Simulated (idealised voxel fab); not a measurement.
This section sets out a process module, namely voxel fin reveal.
Xsec cut, 205 nm wide, square cell size 5 nm.
For the purposes of this document, a cross-section shall be understood as a grid of square cells, specified as bands listed in top-to-bottom order, each band consisting of one or more rows of cells. Top height, bottom height, nm. Materials left to right, width each, nm. Single material + "edge to edge" = fills band edge to edge. "blank" = empty. All heights in this document are referenced to 0, defined as the level beneath which the wafer, as received, consists entirely of one material. The lowest band is not bounded below; it extends indefinitely downward and is written in the form "0 nm and below". Top row gets the first number, bottom row gets the second, and each row in between changes by the same step: that is how a band width like "30..40" works. Given "nothing altered" for a step, no cell of the cross-section differs between before and after that step. Look at "Sealed internal voids" for the closed voids: empty spaces with no open path to the top, sized 8 cells or up. Each is width x height at distance, distance from the left edge, all nm. That trailing text on a step's line, after the settings, is the simulator's own remark on the step. Steps that use a mask can have "overlay nm" on their line. It says how far the mask sat to the right of where it was meant to be. Negative means to the left.
# List of planned process steps
step 1: RECEIVE [material Si]
step 2: CONFORMAL_DEP [material SiN] [thk nm 5]
step 3: MASKED_ETCH [tone cover] [mask id FINS] [width nm 15] [pitch nm 35] [etch materials SiN] [depth nm 5] [overlay nm 0]
step 4: MASKED_ETCH [tone cover] [mask id FINS] [width nm 15] [pitch nm 35] [etch materials Si] [depth nm 20] [overlay nm 0]
step 5: FILL_DEP [material SiO2] [thk nm 5]
step 6: CMP [height nm 5]
step 7: SELECTIVE_ETCH [etch materials SiO2] [depth nm 25]
step 8: STRIP [etch materials SiN]
step 9: CONFORMAL_DEP [material HfO2] [thk nm 5]
What sets these wafers apart? The depth nm at step 4. They all start alike, and the plan carries the first wafer's value.
# As-received cross-section, first of several wafers, post step 1
0 nm and below: Si edge to edge
Sealed internal voids: none
# The rows of the table below are wafers. Looking at the end of the module, a row counts, for every material, the cells the wafer has gained, shown as (+), or lost, shown as (-), since it was received; its closed voids come next
depth nm 20 | +57 HfO2 | -140 Si | Sealed internal voids: none
depth nm 25 | +57 HfO2 | -175 Si | +35 SiO2 | Sealed internal voids: none
depth nm 30 | +57 HfO2 | -210 Si | +70 SiO2 | Sealed internal voids: none
depth nm 35 | +57 HfO2 | -245 Si | +105 SiO2 | Sealed internal voids: none
depth nm 40 | +57 HfO2 | -280 Si | +140 SiO2 | Sealed internal voids: none
depth nm 45 | +57 HfO2 | -315 Si | +175 SiO2 | Sealed internal voids: none
